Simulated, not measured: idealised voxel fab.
Herein follows the process module entitled voxel self aligned vias.
Cross-sectional view cut (width: 265 nm; square cell size: 5 nm).
This document writes a cross-section as a grid whose cells are square, and gives it as bands, listed from the top down; one or more rows of cells form a band. Within each band entry, the heights of the top and of the bottom of the band appear first, in that order and in nm; the materials of the band then follow from left to right, each with its corresponding width in nm. The designation "full width" on a single material indicates that it fills the band from edge to edge; the designation "empty" indicates empty space. Height reference: 0 = level under which incoming wafer is all one material. Lowest band: no bottom, runs on downward, e.g. "top 0, no bottom". The expression "30..40" gives the width at the extremes of the band, the first number at its top row of cells and the second at its bottom row, with the width changing by equal amounts from each row to the next in between. Key: "remains unaltered" - step with no changed cell in the cross-section. "Internal closed voids" lists enclosed empty spaces (at least 8 cells, no open path upward to the top), each as width x height at distance from the left edge, in nm. That trailing text on a step's line, after the settings, is the simulator's own remark on the step. Regarding "overlay nm": on a step with a mask, it is the distance the mask lay to the right of its planned place; a negative value places it to the left.
Below is the list of planned process steps:
step 1: RECEIVE, material Si
step 2: CONFORMAL_DEP, material SiO2, thk nm 15
step 3: CONFORMAL_DEP, material SiCN, thk nm 5
step 4: DIRECTIONAL_DEP, material SiO2, thk nm 30
step 5: MASKED_ETCH, tone open, mask id LINES, width nm 25, pitch nm 70, etch materials SiO2, depth nm 30, overlay nm 0
step 6: CONFORMAL_DEP, material TiN, thk nm 5
step 7: FILL_DEP, material W, thk nm 10
step 8: CMP, height nm 50
step 9: SELECTIVE_ETCH, etch materials W Ru TiN, depth nm 10
step 10: FILL_DEP, material SiN, thk nm 10
step 11: CMP, height nm 50
step 12: DIRECTIONAL_DEP, material SiO2, thk nm 15
step 13: DIRECTIONAL_DEP, material aC, thk nm 10
step 14: PATTERN, tone open, mask id VIAS, material resist, width nm 45, pitch nm 70, thk nm 25, overlay nm 0
step 15: DIRECTIONAL_ETCH, etch materials aC, depth nm 10
step 16: STRIP, etch materials resist
step 17: DIRECTIONAL_ETCH, etch materials SiO2, depth nm 15
step 18: DIRECTIONAL_ETCH, etch materials SiN, depth nm 10
step 19: STRIP, etch materials aC
step 20: CONFORMAL_DEP, material TiN, thk nm 5
step 21: FILL_DEP, material W, thk nm 10
step 22: CMP, height nm 65
step 23: CONFORMAL_DEP, material SiCN, thk nm 5
So this is the incoming wafer in cross-section - it's already been through step 1:
* top 0, no bottom  Si full width
* Internal closed voids: none
Cross-section at module end, one run error; start and plan unchanged from above:
* top 70, bottom 65  SiCN full width
* top 65, bottom 55  W (35) | TiN (5) | SiO2 (45) | TiN (5) | W (15) | TiN (5) | SiO2 (45) | TiN (5) | W (15) | TiN (5) | SiO2 (45) | TiN (5) | W (35)
* top 55, bottom 50  TiN (40) | SiO2 (45) | TiN (25) | SiO2 (45) | TiN (25) | SiO2 (45) | TiN (40)
* top 50, bottom 40  SiO2 (50) | SiN (25) | SiO2 (45) | SiN (25) | SiO2 (45) | SiN (25) | SiO2 (50)
* top 40, bottom 25  SiO2 (50) | TiN (5) | W (15) | TiN (5) | SiO2 (45) | TiN (5) | W (15) | TiN (5) | SiO2 (45) | TiN (5) | W (15) | TiN (5) | SiO2 (50)
* top 25, bottom 20  SiO2 (50) | TiN (25) | SiO2 (45) | TiN (25) | SiO2 (45) | TiN (25) | SiO2 (50)
* top 20, bottom 15  SiCN full width
* top 15, bottom 0  SiO2 full width
* top 0, no bottom  Si full width
* Internal closed voids: none
Diagnosis: rather than as planned, step 14 actually ran as PATTERN, tone cover, mask id VIAS, material resist, width nm 45, pitch nm 70, thk nm 25, overlay nm 0
